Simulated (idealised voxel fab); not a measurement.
Name of the process module below: voxel transistor to metal
Xsec cut, 185 nm wide, square cell size 5 nm.
Throughout this document, each cross-section is represented as a grid of square cells and is presented as a sequence of bands enumerated from the top downward, where a band comprises one or more rows of cells.
The entry gives the band's vertical extent as a top height and a bottom height in nm, then its horizontal make-up as materials from left to right, each with a width in nm. "air" stands for empty space; a single material marked "everywhere" fills the band edge to edge.
All heights in this document are referenced to 0, defined as the level beneath which the wafer, as received, consists entirely of one material. The lowest band is not bounded below; it extends indefinitely downward and is written in the form "0 down".
The expression "30 to 40" gives the width at the extremes of the band, the first number at its top row of cells and the second at its bottom row, with the width changing by equal amounts from each row to the next in between.
Key: "nothing was modified" - step with no changed cell in the cross-section.
You'll see "Unvented internal voids" listing empty spaces that have no way open to the top, as long as they're 8 cells or more; the notation is width x height at distance, where the distance is from the left edge, and all of it is in nm.
Post-settings text on a step line: simulator's own remark regarding the step.
overlay nm: mask offset rightward from planned place, masked step; negative means leftward offset.
The remainder of this document consists of a sequence of paired cross-sections. Each pair presents the cross-section prior to one process step together with the cross-section following it, the latter being rendered only as deep as the lowest band that underwent change. The intervening step, together with its settings, is stated beneath each pair. Because the pairs may originate from different runs of this module on the same starting wafer, a given pair is to be read as continuing from the preceding pair only where its entry headed "Before-step section" so indicates.

Before-step section:
- 35 to 25 = 45 of SiO2, 15 of air, 65 of SiO2, 15 of air, 45 of SiO2
- 25 to 10 = 45 of SiO2, 15 of air, 5 of SiO2, 10 of SiN, 5 of HfO2, 5 of TiN, 15 of W, 5 of TiN, 5 of HfO2, 10 of SiN, 5 of SiO2, 15 of air, 45 of SiO2
- 10 to 5 = 45 of SiO2, 5 of air, 15 of pSi, 10 of SiN, 5 of HfO2, 5 of TiN, 15 of W, 5 of TiN, 5 of HfO2, 10 of SiN, 15 of pSi, 5 of air, 45 of SiO2
- 5 to 0 = 45 of SiO2, 5 of air, 15 of pSi, 10 of SiN, 5 of HfO2, 25 of TiN, 5 of HfO2, 10 of SiN, 15 of pSi, 5 of air, 45 of SiO2
- 0 to -5 = 45 of SiO2, 5 of air, 15 of pSi, 10 of SiO2, 35 of HfO2, 10 of SiO2, 15 of pSi, 5 of air, 45 of SiO2
- -5 to -20 = 35 of SiO2, 30 of pSi, 55 of Si, 35 of pSi, 30 of SiO2
- -20 down = Si everywhere
- Unvented internal voids: none

Section, Post-Step:
- 40 to 35 = 50 of TiN, 5 of air, 75 of TiN, 5 of air, 50 of TiN
- 35 to 25 = 45 of SiO2, 5 of TiN, 5 of air, 5 of TiN, 65 of SiO2, 5 of TiN, 5 of air, 5 of TiN, 45 of SiO2
- 25 to 15 = 45 of SiO2, 5 of TiN, 5 of air, 5 of TiN, 5 of SiO2, 10 of SiN, 5 of HfO2, 5 of TiN, 15 of W, 5 of TiN, 5 of HfO2, 10 of SiN, 5 of SiO2, 5 of TiN, 5 of air, 5 of TiN, 45 of SiO2
- 15 to 10 = 45 of SiO2, 15 of TiN, 5 of SiO2, 10 of SiN, 5 of HfO2, 5 of TiN, 15 of W, 5 of TiN, 5 of HfO2, 10 of SiN, 5 of SiO2, 15 of TiN, 45 of SiO2
- 10 to 5 = 45 of SiO2, 5 of TiN, 15 of pSi, 10 of SiN, 5 of HfO2, 5 of TiN, 15 of W, 5 of TiN, 5 of HfO2, 10 of SiN, 15 of pSi, 5 of TiN, 45 of SiO2
- 5 to 0 = 45 of SiO2, 5 of TiN, 15 of pSi, 10 of SiN, 5 of HfO2, 25 of TiN, 5 of HfO2, 10 of SiN, 15 of pSi, 5 of TiN, 45 of SiO2
- 0 to -5 = 45 of SiO2, 5 of TiN, 15 of pSi, 10 of SiO2, 35 of HfO2, 10 of SiO2, 15 of pSi, 5 of TiN, 45 of SiO2
- Everything below -5 is unchanged.
- Unvented internal voids: none
Step, pre vs post cross-sections above: CONFORMAL_DEP with material TiN, thk nm 5

Before-step section: the pre-step structure is the one depicted after the step in the pair just above.

Section, Post-Step:
- 50 to 40 = Ru everywhere
- 40 to 35 = 50 of TiN, 5 of Ru, 75 of TiN, 5 of Ru, 50 of TiN
- 35 to 25 = 45 of SiO2, 5 of TiN, 5 of Ru, 5 of TiN, 65 of SiO2, 5 of TiN, 5 of Ru, 5 of TiN, 45 of SiO2
- 25 to 15 = 45 of SiO2, 5 of TiN, 5 of Ru, 5 of TiN, 5 of SiO2, 10 of SiN, 5 of HfO2, 5 of TiN, 15 of W, 5 of TiN, 5 of HfO2, 10 of SiN, 5 of SiO2, 5 of TiN, 5 of Ru, 5 of TiN, 45 of SiO2
- Everything below 15 is unchanged.
- Unvented internal voids: none
Step, pre vs post cross-sections above: FILL_DEP with material Ru, thk nm 10

Before-step section: the pre-step structure is the one depicted after the step in the pair just above.

Section, Post-Step:
- 35 to 25 = 45 of SiO2, 5 of TiN, 5 of Ru, 5 of TiN, 65 of SiO2, 5 of TiN, 5 of Ru, 5 of TiN, 45 of SiO2
- Everything below 25 is unchanged.
- Unvented internal voids: none
Step, pre vs post cross-sections above: CMP with height nm 35

Before-step section: the pre-step structure is the one depicted after the step in the pair just above.

Section, Post-Step:
- 40 to 35 = SiCN everywhere
- Everything below 35 is unchanged.
- Unvented internal voids: none
Step, pre vs post cross-sections above: CONFORMAL_DEP with material SiCN, thk nm 5

Before-step section: the pre-step structure is the one depicted after the step in the pair just above.

Section, Post-Step:
- 55 to 40 = SiO2 everywhere
- Everything below 40 is unchanged.
- Unvented internal voids: none
Step, pre vs post cross-sections above: DIRECTIONAL_DEP with material SiO2, thk nm 15

Before-step section: the pre-step structure is the one depicted after the step in the pair just above.

Section, Post-Step:
- 75 to 55 = 45 of resist, 15 of air, 65 of resist, 15 of air, 45 of resist
- Everything below 55 is unchanged.
- Unvented internal voids: none
Step, pre vs post cross-sections above: PATTERN with tone open, mask id METAL_1, material resist, width nm 15, pitch nm 80, thk nm 20, overlay nm 0

Before-step section: the pre-step structure is the one depicted after the step in the pair just above.

Section, Post-Step:
- 75 to 55 = 45 of resist, 15 of air, 65 of resist, 15 of air, 45 of resist
- 55 to 40 = 45 of SiO2, 15 of air, 65 of SiO2, 15 of air, 45 of SiO2
- Everything below 40 is unchanged.
- Unvented internal voids: none
Step, pre vs post cross-sections above: DIRECTIONAL_ETCH with etch materials SiO2, depth nm 15

Before-step section: the pre-step structure is the one depicted after the step in the pair just above.

Section, Post-Step:
- 75 to 55 = 45 of resist, 15 of air, 65 of resist, 15 of air, 45 of resist
- 55 to 40 = 45 of SiO2, 15 of air, 65 of SiO2, 15 of air, 45 of SiO2
- 40 to 35 = 45 of SiCN, 15 of air, 65 of SiCN, 15 of air, 45 of SiCN
- Everything below 35 is unchanged.
- Unvented internal voids: none
Step, pre vs post cross-sections above: DIRECTIONAL_ETCH with etch materials SiCN, depth nm 5

Before-step section: the pre-step structure is the one depicted after the step in the pair just above.

Section, Post-Step:
- 55 to 40 = 45 of SiO2, 15 of air, 65 of SiO2, 15 of air, 45 of SiO2
- Everything below 40 is unchanged.
- Unvented internal voids: none
Step, pre vs post cross-sections above: STRIP with etch materials resist

Before-step section: the pre-step structure is the one depicted after the step in the pair just above.

Section, Post-Step:
- 60 to 55 = 50 of TiN, 5 of air, 75 of TiN, 5 of air, 50 of TiN
- 55 to 40 = 45 of SiO2, 5 of TiN, 5 of air, 5 of TiN, 65 of SiO2, 5 of TiN, 5 of air, 5 of TiN, 45 of SiO2
- 40 to 35 = 45 of SiCN, 15 of TiN, 65 of SiCN, 15 of TiN, 45 of SiCN
- Everything below 35 is unchanged.
- Unvented internal voids: none
Step, pre vs post cross-sections above: CONFORMAL_DEP with material TiN, thk nm 5

Before-step section: the pre-step structure is the one depicted after the step in the pair just above.

Section, Post-Step:
- 65 to 60 = Cu everywhere
- 60 to 55 = 50 of TiN, 5 of Cu, 75 of TiN, 5 of Cu, 50 of TiN
- 55 to 40 = 45 of SiO2, 5 of TiN, 5 of Cu, 5 of TiN, 65 of SiO2, 5 of TiN, 5 of Cu, 5 of TiN, 45 of SiO2
- Everything below 40 is unchanged.
- Unvented internal voids: none
Step, pre vs post cross-sections above: FILL_DEP with material Cu, thk nm 5

Before-step section: the pre-step structure is the one depicted after the step in the pair just above.

Section, Post-Step:
- 55 to 40 = 45 of SiO2, 5 of TiN, 5 of Cu, 5 of TiN, 65 of SiO2, 5 of TiN, 5 of Cu, 5 of TiN, 45 of SiO2
- Everything below 40 is unchanged.
- Unvented internal voids: none
Step, pre vs post cross-sections above: CMP with height nm 55

Before-step section: the pre-step structure is the one depicted after the step in the pair just above.

Section, Post-Step:
- 60 to 55 = SiN everywhere
- Everything below 55 is unchanged.
- Unvented internal voids: none
Step, pre vs post cross-sections above: CONFORMAL_DEP with material SiN, thk nm 5

Before-step section:
- 55 to 40 = SiO2 everywhere
- 40 to 35 = SiCN everywhere
- 35 to 25 = 45 of SiO2, 5 of TiN, 5 of Ru, 5 of TiN, 65 of SiO2, 5 of TiN, 5 of Ru, 5 of TiN, 45 of SiO2
- 25 to 15 = 45 of SiO2, 5 of TiN, 5 of Ru, 5 of TiN, 5 of SiO2, 10 of SiN, 5 of HfO2, 5 of TiN, 15 of W, 5 of TiN, 5 of HfO2, 10 of SiN, 5 of SiO2, 5 of TiN, 5 of Ru, 5 of TiN, 45 of SiO2
- 15 to 10 = 45 of SiO2, 15 of TiN, 5 of SiO2, 10 of SiN, 5 of HfO2, 5 of TiN, 15 of W, 5 of TiN, 5 of HfO2, 10 of SiN, 5 of SiO2, 15 of TiN, 45 of SiO2
- 10 to 5 = 45 of SiO2, 5 of TiN, 15 of pSi, 10 of SiN, 5 of HfO2, 5 of TiN, 15 of W, 5 of TiN, 5 of HfO2, 10 of SiN, 15 of pSi, 5 of TiN, 45 of SiO2
- 5 to 0 = 45 of SiO2, 5 of TiN, 15 of pSi, 10 of SiN, 5 of HfO2, 25 of TiN, 5 of HfO2, 10 of SiN, 15 of pSi, 5 of TiN, 45 of SiO2
- 0 to -5 = 45 of SiO2, 5 of TiN, 15 of pSi, 10 of SiO2, 35 of HfO2, 10 of SiO2, 15 of pSi, 5 of TiN, 45 of SiO2
- -5 to -20 = 35 of SiO2, 30 of pSi, 55 of Si, 30 of pSi, 35 of SiO2
- -20 down = Si everywhere
- Unvented internal voids: none

Section, Post-Step:
- 75 to 55 = 55 of resist, 15 of air, 65 of resist, 15 of air, 35 of resist
- Everything below 55 is unchanged.
- Unvented internal voids: none
Step, pre vs post cross-sections above: PATTERN with tone open, mask id METAL_1, material resist, width nm 15, pitch nm 80, thk nm 20, overlay nm 10

Before-step section: the pre-step structure is the one depicted after the step in the pair just above.

Section, Post-Step:
- 75 to 55 = 55 of resist, 15 of air, 65 of resist, 15 of air, 35 of resist
- 55 to 40 = 55 of SiO2, 15 of air, 65 of SiO2, 15 of air, 35 of SiO2
- Everything below 40 is unchanged.
- Unvented internal voids: none
Step, pre vs post cross-sections above: DIRECTIONAL_ETCH with etch materials SiO2, depth nm 15

Before-step section: the pre-step structure is the one depicted after the step in the pair just above.

Section, Post-Step:
- 75 to 55 = 55 of resist, 15 of air, 65 of resist, 15 of air, 35 of resist
- 55 to 40 = 55 of SiO2, 15 of air, 65 of SiO2, 15 of air, 35 of SiO2
- 40 to 35 = 55 of SiCN, 15 of air, 65 of SiCN, 15 of air, 35 of SiCN
- Everything below 35 is unchanged.
- Unvented internal voids: none
Step, pre vs post cross-sections above: DIRECTIONAL_ETCH with etch materials SiCN, depth nm 5

Before-step section: the pre-step structure is the one depicted after the step in the pair just above.

Section, Post-Step:
- 55 to 40 = 55 of SiO2, 15 of air, 65 of SiO2, 15 of air, 35 of SiO2
- Everything below 40 is unchanged.
- Unvented internal voids: none
Step, pre vs post cross-sections above: STRIP with etch materials resist

Before-step section: the pre-step structure is the one depicted after the step in the pair just above.

Section, Post-Step:
- 60 to 55 = 60 of TiN, 5 of air, 75 of TiN, 5 of air, 40 of TiN
- 55 to 40 = 55 of SiO2, 5 of TiN, 5 of air, 5 of TiN, 65 of SiO2, 5 of TiN, 5 of air, 5 of TiN, 35 of SiO2
- 40 to 35 = 55 of SiCN, 15 of TiN, 65 of SiCN, 15 of TiN, 35 of SiCN
- Everything below 35 is unchanged.
- Unvented internal voids: none
Step, pre vs post cross-sections above: CONFORMAL_DEP with material TiN, thk nm 5

Before-step section: the pre-step structure is the one depicted after the step in the pair just above.

Section, Post-Step:
- 65 to 60 = Cu everywhere
- 60 to 55 = 60 of TiN, 5 of Cu, 75 of TiN, 5 of Cu, 40 of TiN
- 55 to 40 = 55 of SiO2, 5 of TiN, 5 of Cu, 5 of TiN, 65 of SiO2, 5 of TiN, 5 of Cu, 5 of TiN, 35 of SiO2
- Everything below 40 is unchanged.
- Unvented internal voids: none
Step, pre vs post cross-sections above: FILL_DEP with material Cu, thk nm 5

Before-step section: the pre-step structure is the one depicted after the step in the pair just above.

Section, Post-Step:
- 55 to 40 = 55 of SiO2, 5 of TiN, 5 of Cu, 5 of TiN, 65 of SiO2, 5 of TiN, 5 of Cu, 5 of TiN, 35 of SiO2
- Everything below 40 is unchanged.
- Unvented internal voids: none
Step, pre vs post cross-sections above: CMP with height nm 55

Before-step section: the pre-step structure is the one depicted after the step in the pair just above.

Section, Post-Step:
- 60 to 55 = SiN everywhere
- Everything below 55 is unchanged.
- Unvented internal voids: none
Step, pre vs post cross-sections above: CONFORMAL_DEP with material SiN, thk nm 5

Before-step section:
- 40 to 35 = SiCN everywhere
- 35 to 25 = 45 of SiO2, 5 of TiN, 5 of Ru, 5 of TiN, 65 of SiO2, 5 of TiN, 5 of Ru, 5 of TiN, 45 of SiO2
- 25 to 15 = 45 of SiO2, 5 of TiN, 5 of Ru, 5 of TiN, 5 of SiO2, 10 of SiN, 5 of HfO2, 5 of TiN, 15 of W, 5 of TiN, 5 of HfO2, 10 of SiN, 5 of SiO2, 5 of TiN, 5 of Ru, 5 of TiN, 45 of SiO2
- 15 to 10 = 45 of SiO2, 15 of TiN, 5 of SiO2, 10 of SiN, 5 of HfO2, 5 of TiN, 15 of W, 5 of TiN, 5 of HfO2, 10 of SiN, 5 of SiO2, 15 of TiN, 45 of SiO2
- 10 to 5 = 45 of SiO2, 5 of TiN, 15 of pSi, 10 of SiN, 5 of HfO2, 5 of TiN, 15 of W, 5 of TiN, 5 of HfO2, 10 of SiN, 15 of pSi, 5 of TiN, 45 of SiO2
- 5 to 0 = 45 of SiO2, 5 of TiN, 15 of pSi, 10 of SiN, 5 of HfO2, 25 of TiN, 5 of HfO2, 10 of SiN, 15 of pSi, 5 of TiN, 45 of SiO2
- 0 to -5 = 45 of SiO2, 5 of TiN, 15 of pSi, 10 of SiO2, 35 of HfO2, 10 of SiO2, 15 of pSi, 5 of TiN, 45 of SiO2
- -5 to -20 = 35 of SiO2, 30 of pSi, 55 of Si, 30 of pSi, 35 of SiO2
- -20 down = Si everywhere
- Unvented internal voids: none

Section, Post-Step:
- 55 to 40 = W everywhere
- Everything below 40 is unchanged.
- Unvented internal voids: none
Step, pre vs post cross-sections above: DIRECTIONAL_DEP with material W, thk nm 15

Before-step section: the pre-step structure is the one depicted after the step in the pair just above.

Section, Post-Step:
- 75 to 55 = 45 of resist, 15 of air, 65 of resist, 15 of air, 45 of resist
- Everything below 55 is unchanged.
- Unvented internal voids: none
Step, pre vs post cross-sections above: PATTERN with tone open, mask id METAL_1, material resist, width nm 15, pitch nm 80, thk nm 20, overlay nm 0

Before-step section: the pre-step structure is the one depicted after the step in the pair just above.

Section, Post-Step:
- 55 to 40 = W everywhere
- Everything below 40 is unchanged.
- Unvented internal voids: none
Step, pre vs post cross-sections above: STRIP with etch materials resist

Before-step section: the pre-step structure is the one depicted after the step in the pair just above.

Section, Post-Step:
- 60 to 55 = TiN everywhere
- Everything below 55 is unchanged.
- Unvented internal voids: none
Step, pre vs post cross-sections above: CONFORMAL_DEP with material TiN, thk nm 5

Before-step section: the pre-step structure is the one depicted after the step in the pair just above.

Section, Post-Step:
- 65 to 60 = Cu everywhere
- Everything below 60 is unchanged.
- Unvented internal voids: none
Step, pre vs post cross-sections above: FILL_DEP with material Cu, thk nm 5

Before-step section: the pre-step structure is the one depicted after the step in the pair just above.

Section, Post-Step:
- 55 to 40 = W everywhere
- Everything below 40 is unchanged.
- Unvented internal voids: none
Step, pre vs post cross-sections above: CMP with height nm 55

Before-step section: the pre-step structure is the one depicted after the step in the pair just above.

Section, Post-Step:
- 60 to 55 = SiN everywhere
- Everything below 55 is unchanged.
- Unvented internal voids: none
Step, pre vs post cross-sections above: CONFORMAL_DEP with material SiN, thk nm 5

Before-step section:
- 15 to 5 = SiN everywhere
- 5 to 0 = SiO2 everywhere
- 0 down = Si everywhere
- Unvented internal voids: none

Section, Post-Step:
- 30 to 15 = 35 of resist, 115 of air, 35 of resist
- Everything below 15 is unchanged.
- Unvented internal voids: none
Step, pre vs post cross-sections above: PATTERN with tone open, mask id ACTIVE, material resist, width nm 115, thk nm 15, overlay nm 0

Before-step section: the pre-step structure is the one depicted after the step in the pair just above.

Section, Post-Step:
- 30 to 15 = 35 of resist, 115 of air, 35 of resist
- 15 to 5 = 35 of SiN, 115 of air, 35 of SiN
- Everything below 5 is unchanged.
- Unvented internal voids: none
Step, pre vs post cross-sections above: DIRECTIONAL_ETCH with etch materials SiN, depth nm 10

Before-step section: the pre-step structure is the one depicted after the step in the pair just above.

Section, Post-Step:
- 30 to 15 = 35 of resist, 115 of air, 35 of resist
- 15 to 5 = 35 of SiN, 115 of air, 35 of SiN
- 5 to 0 = 35 of SiO2, 115 of air, 35 of SiO2
- Everything below 0 is unchanged.
- Unvented internal voids: none
Step, pre vs post cross-sections above: DIRECTIONAL_ETCH with etch materials SiO2, depth nm 5

Before-step section: the pre-step structure is the one depicted after the step in the pair just above.

Section, Post-Step:
- 30 to 15 = 35 of resist, 115 of air, 35 of resist
- 15 to 5 = 35 of SiN, 115 of air, 35 of SiN
- 5 to 0 = 35 of SiO2, 115 of air, 35 of SiO2
- 0 to -20 = 35 of Si, 115 of air, 35 of Si
- Everything below -20 is unchanged.
- Unvented internal voids: none
Step, pre vs post cross-sections above: DIRECTIONAL_ETCH with etch materials Si, depth nm 20

Before-step section: the pre-step structure is the one depicted after the step in the pair just above.

Section, Post-Step:
- 15 to 5 = 35 of SiN, 115 of air, 35 of SiN
- Everything below 5 is unchanged.
- Unvented internal voids: none
Step, pre vs post cross-sections above: STRIP with etch materials resist

Before-step section: the pre-step structure is the one depicted after the step in the pair just above.

Section, Post-Step:
- 30 to 15 = SiO2 everywhere
- 15 to 5 = 35 of SiN, 115 of SiO2, 35 of SiN
- 5 to 0 = SiO2 everywhere
- 0 to -20 = 35 of Si, 115 of SiO2, 35 of Si
- Everything below -20 is unchanged.
- Unvented internal voids: none
Step, pre vs post cross-sections above: FILL_DEP with material SiO2, thk nm 15

Before-step section: the pre-step structure is the one depicted after the step in the pair just above.

Section, Post-Step:
- 15 to 5 = 35 of SiN, 115 of SiO2, 35 of SiN
- Everything below 5 is unchanged.
- Unvented internal voids: none
Step, pre vs post cross-sections above: CMP with height nm 15

Before-step section: the pre-step structure is the one depicted after the step in the pair just above.

Section, Post-Step:
- 15 to 5 = 35 of SiN, 115 of air, 35 of SiN
- Everything below 5 is unchanged.
- Unvented internal voids: none
Step, pre vs post cross-sections above: SELECTIVE_ETCH with etch materials SiO2, depth nm 10

Before-step section: the pre-step structure is the one depicted after the step in the pair just above.

Section, Post-Step:
- 5 to 0 = SiO2 everywhere
- Everything below 0 is unchanged.
- Unvented internal voids: none
Step, pre vs post cross-sections above: STRIP with etch materials SiN

Before-step section: the pre-step structure is the one depicted after the step in the pair just above.

Section, Post-Step:
- 0 to -20 = 35 of Si, 115 of SiO2, 35 of Si
- Everything below -20 is unchanged.
- Unvented internal voids: none
Step, pre vs post cross-sections above: SELECTIVE_ETCH with etch materials SiO2, depth nm 5

Before-step section: the pre-step structure is the one depicted after the step in the pair just above.

Section, Post-Step:
- 0 to -5 = SiO2 everywhere
- Everything below -5 is unchanged.
- Unvented internal voids: none
Step, pre vs post cross-sections above: OXIDIZE with depth nm 5

Before-step section: the pre-step structure is the one depicted after the step in the pair just above.

Section, Post-Step:
- 30 to 0 = polySi everywhere
- Everything below 0 is unchanged.
- Unvented internal voids: none
Step, pre vs post cross-sections above: DIRECTIONAL_DEP with material polySi, thk nm 30

Before-step section: the pre-step structure is the one depicted after the step in the pair just above.

Section, Post-Step:
- 45 to 30 = SiCN everywhere
- Everything below 30 is unchanged.
- Unvented internal voids: none
Step, pre vs post cross-sections above: DIRECTIONAL_DEP with material SiCN, thk nm 15

Before-step section: the pre-step structure is the one depicted after the step in the pair just above.

Section, Post-Step:
- 45 to 30 = 80 of air, 25 of SiCN, 80 of air
- Everything below 30 is unchanged.
- Unvented internal voids: none
Step, pre vs post cross-sections above: MASKED_ETCH with tone cover, mask id GATE, width nm 25, etch materials SiCN, depth nm 25, overlay nm 0

Before-step section: the pre-step structure is the one depicted after the step in the pair just above.

Section, Post-Step:
- 45 to 30 = 80 of air, 25 of SiCN, 80 of air
- 30 to 0 = 80 of air, 25 of polySi, 80 of air
- Everything below 0 is unchanged.
- Unvented internal voids: none
Step, pre vs post cross-sections above: MASKED_ETCH with tone cover, mask id GATE, width nm 25, etch materials polySi, depth nm 40, overlay nm 0

Before-step section: the pre-step structure is the one depicted after the step in the pair just above.

Section, Post-Step:
- 50 to 45 = 75 of air, 35 of SiO2, 75 of air
- 45 to 30 = 75 of air, 5 of SiO2, 25 of SiCN, 5 of SiO2, 75 of air
- 30 to 5 = 75 of air, 5 of SiO2, 25 of polySi, 5 of SiO2, 75 of air
- 5 to 0 = 80 of SiO2, 25 of polySi, 80 of SiO2
- Everything below 0 is unchanged.
- Unvented internal voids: none
Step, pre vs post cross-sections above: CONFORMAL_DEP with material SiO2, thk nm 5

Before-step section: the pre-step structure is the one depicted after the step in the pair just above.

Section, Post-Step:
- 45 to 30 = 75 of air, 5 of SiO2, 25 of SiCN, 5 of SiO2, 75 of air
- 30 to 0 = 75 of air, 5 of SiO2, 25 of polySi, 5 of SiO2, 75 of air
- Everything below 0 is unchanged.
- Unvented internal voids: none
Step, pre vs post cross-sections above: DIRECTIONAL_ETCH with etch materials SiO2, depth nm 5

Before-step section: the pre-step structure is the one depicted after the step in the pair just above.

Section, Post-Step:
- 55 to 45 = 65 of air, 55 of SiN, 65 of air
- 45 to 30 = 65 of air, 10 of SiN, 5 of SiO2, 25 of SiCN, 5 of SiO2, 10 of SiN, 65 of air
- 30 to 10 = 65 of air, 10 of SiN, 5 of SiO2, 25 of polySi, 5 of SiO2, 10 of SiN, 65 of air
- 10 to 0 = 75 of SiN, 5 of SiO2, 25 of polySi, 5 of SiO2, 75 of SiN
- Everything below 0 is unchanged.
- Unvented internal voids: none
Step, pre vs post cross-sections above: CONFORMAL_DEP with material SiN, thk nm 10

Before-step section: the pre-step structure is the one depicted after the step in the pair just above.

Section, Post-Step:
- 45 to 30 = 65 of air, 10 of SiN, 5 of SiO2, 25 of SiCN, 5 of SiO2, 10 of SiN, 65 of air
- 30 to 0 = 65 of air, 10 of SiN, 5 of SiO2, 25 of polySi, 5 of SiO2, 10 of SiN, 65 of air
- Everything below 0 is unchanged.
- Unvented internal voids: none
Step, pre vs post cross-sections above: DIRECTIONAL_ETCH with etch materials SiN, depth nm 10

Before-step section: the pre-step structure is the one depicted after the step in the pair just above.

Section, Post-Step:
- 45 to 40 = 65 of air, 10 of SiN, 5 of air, 25 of SiCN, 5 of air, 10 of SiN, 65 of air
- 40 to 30 = 65 of air, 10 of SiN, 5 of SiO2, 25 of SiCN, 5 of SiO2, 10 of SiN, 65 of air
- 30 to 0 = 65 of air, 10 of SiN, 5 of SiO2, 25 of polySi, 5 of SiO2, 10 of SiN, 65 of air
- 0 to -5 = 65 of air, 55 of SiO2, 65 of air
- Everything below -5 is unchanged.
- Unvented internal voids: none
Step, pre vs post cross-sections above: DIRECTIONAL_ETCH with etch materials SiO2, depth nm 5

Before-step section: the pre-step structure is the one depicted after the step in the pair just above.

Section, Post-Step:
- 45 to 40 = 65 of air, 10 of SiN, 5 of air, 25 of SiCN, 5 of air, 10 of SiN, 65 of air
- 40 to 30 = 65 of air, 10 of SiN, 5 of SiO2, 25 of SiCN, 5 of SiO2, 10 of SiN, 65 of air
- 30 to 0 = 65 of air, 10 of SiN, 5 of SiO2, 25 of polySi, 5 of SiO2, 10 of SiN, 65 of air
- 0 to -5 = 65 of air, 55 of SiO2, 65 of air
- -5 to -20 = 35 of air, 115 of SiO2, 35 of air
- Everything below -20 is unchanged.
- Unvented internal voids: none
Step, pre vs post cross-sections above: DIRECTIONAL_ETCH with etch materials Si, depth nm 15

Before-step section: the pre-step structure is the one depicted after the step in the pair just above.

Section, Post-Step:
- 45 to 40 = 65 of air, 10 of SiN, 5 of air, 25 of SiCN, 5 of air, 10 of SiN, 65 of air
- 40 to 30 = 65 of air, 10 of SiN, 5 of SiO2, 25 of SiCN, 5 of SiO2, 10 of SiN, 65 of air
- 30 to 0 = 65 of air, 10 of SiN, 5 of SiO2, 25 of polySi, 5 of SiO2, 10 of SiN, 65 of air
- 0 to -5 = 65 of air, 55 of SiO2, 65 of air
- -5 to -20 = 35 of pSi, 115 of SiO2, 35 of pSi
- Everything below -20 is unchanged.
- Unvented internal voids: none
Step, pre vs post cross-sections above: EPI with material pSi, thk nm 15

Before-step section: the pre-step structure is the one depicted after the step in the pair just above.

Section, Post-Step:
- 50 to 45 = SiO2 everywhere
- 45 to 30 = 65 of SiO2, 10 of SiN, 5 of SiO2, 25 of SiCN, 5 of SiO2, 10 of SiN, 65 of SiO2
- 30 to 0 = 65 of SiO2, 10 of SiN, 5 of SiO2, 25 of polySi, 5 of SiO2, 10 of SiN, 65 of SiO2
- 0 to -5 = SiO2 everywhere
- Everything below -5 is unchanged.
- Unvented internal voids: none
Step, pre vs post cross-sections above: FILL_DEP with material SiO2, thk nm 5

Before-step section: the pre-step structure is the one depicted after the step in the pair just above.

Section, Post-Step:
- 30 to 0 = 65 of SiO2, 10 of SiN, 5 of SiO2, 25 of polySi, 5 of SiO2, 10 of SiN, 65 of SiO2
- Everything below 0 is unchanged.
- Unvented internal voids: none
Step, pre vs post cross-sections above: CMP with height nm 30

Before-step section: the pre-step structure is the one depicted after the step in the pair just above.

Section, Post-Step:
- 30 to 0 = 65 of SiO2, 10 of SiN, 5 of SiO2, 25 of air, 5 of SiO2, 10 of SiN, 65 of SiO2
- Everything below 0 is unchanged.
- Unvented internal voids: none
Step, pre vs post cross-sections above: STRIP with etch materials polySi

Before-step section: the pre-step structure is the one depicted after the step in the pair just above.

Section, Post-Step:
- 30 to 25 = 65 of air, 10 of SiN, 35 of air, 10 of SiN, 65 of air
- 25 to 0 = 65 of SiO2, 10 of SiN, 35 of air, 10 of SiN, 65 of SiO2
- 0 to -5 = 75 of SiO2, 35 of air, 75 of SiO2
- Everything below -5 is unchanged.
- Unvented internal voids: none
Step, pre vs post cross-sections above: SELECTIVE_ETCH with etch materials SiO2, depth nm 5

Before-step section: the pre-step structure is the one depicted after the step in the pair just above.

Section, Post-Step:
- 35 to 30 = 60 of air, 20 of HfO2, 25 of air, 20 of HfO2, 60 of air
- 30 to 25 = 65 of HfO2, 10 of SiN, 5 of HfO2, 25 of air, 5 of HfO2, 10 of SiN, 65 of HfO2
- 25 to 0 = 65 of SiO2, 10 of SiN, 5 of HfO2, 25 of air, 5 of HfO2, 10 of SiN, 65 of SiO2
- 0 to -5 = 75 of SiO2, 35 of HfO2, 75 of SiO2
- Everything below -5 is unchanged.
- Unvented internal voids: none
Step, pre vs post cross-sections above: CONFORMAL_DEP with material HfO2, thk nm 5

Before-step section: the pre-step structure is the one depicted after the step in the pair just above.

Section, Post-Step:
- 40 to 35 = 55 of air, 30 of TiN, 15 of air, 30 of TiN, 55 of air
- 35 to 30 = 60 of TiN, 20 of HfO2, 5 of TiN, 15 of air, 5 of TiN, 20 of HfO2, 60 of TiN
- 30 to 25 = 65 of HfO2, 10 of SiN, 5 of HfO2, 5 of TiN, 15 of air, 5 of TiN, 5 of HfO2, 10 of SiN, 65 of HfO2
- 25 to 5 = 65 of SiO2, 10 of SiN, 5 of HfO2, 5 of TiN, 15 of air, 5 of TiN, 5 of HfO2, 10 of SiN, 65 of SiO2
- 5 to 0 = 65 of SiO2, 10 of SiN, 5 of HfO2, 25 of TiN, 5 of HfO2, 10 of SiN, 65 of SiO2
- Everything below 0 is unchanged.
- Unvented internal voids: none
Step, pre vs post cross-sections above: CONFORMAL_DEP with material TiN, thk nm 5

Before-step section: the pre-step structure is the one depicted after the step in the pair just above.

Section, Post-Step:
- 45 to 40 = W everywhere
- 40 to 35 = 55 of W, 30 of TiN, 15 of W, 30 of TiN, 55 of W
- 35 to 30 = 60 of TiN, 20 of HfO2, 5 of TiN, 15 of W, 5 of TiN, 20 of HfO2, 60 of TiN
- 30 to 25 = 65 of HfO2, 10 of SiN, 5 of HfO2, 5 of TiN, 15 of W, 5 of TiN, 5 of HfO2, 10 of SiN, 65 of HfO2
- 25 to 5 = 65 of SiO2, 10 of SiN, 5 of HfO2, 5 of TiN, 15 of W, 5 of TiN, 5 of HfO2, 10 of SiN, 65 of SiO2
- Everything below 5 is unchanged.
- Unvented internal voids: none
Step, pre vs post cross-sections above: FILL_DEP with material W, thk nm 5

Before-step section: the pre-step structure is the one depicted after the step in the pair just above.

Section, Post-Step:
- 25 to 5 = 65 of SiO2, 10 of SiN, 5 of HfO2, 5 of TiN, 15 of W, 5 of TiN, 5 of HfO2, 10 of SiN, 65 of SiO2
- Everything below 5 is unchanged.
- Unvented internal voids: none
Step, pre vs post cross-sections above: CMP with height nm 25

Before-step section: the pre-step structure is the one depicted after the step in the pair just above.

Section, Post-Step:
- 35 to 25 = SiO2 everywhere
- Everything below 25 is unchanged.
- Unvented internal voids: none
Step, pre vs post cross-sections above: DIRECTIONAL_DEP with material SiO2, thk nm 10
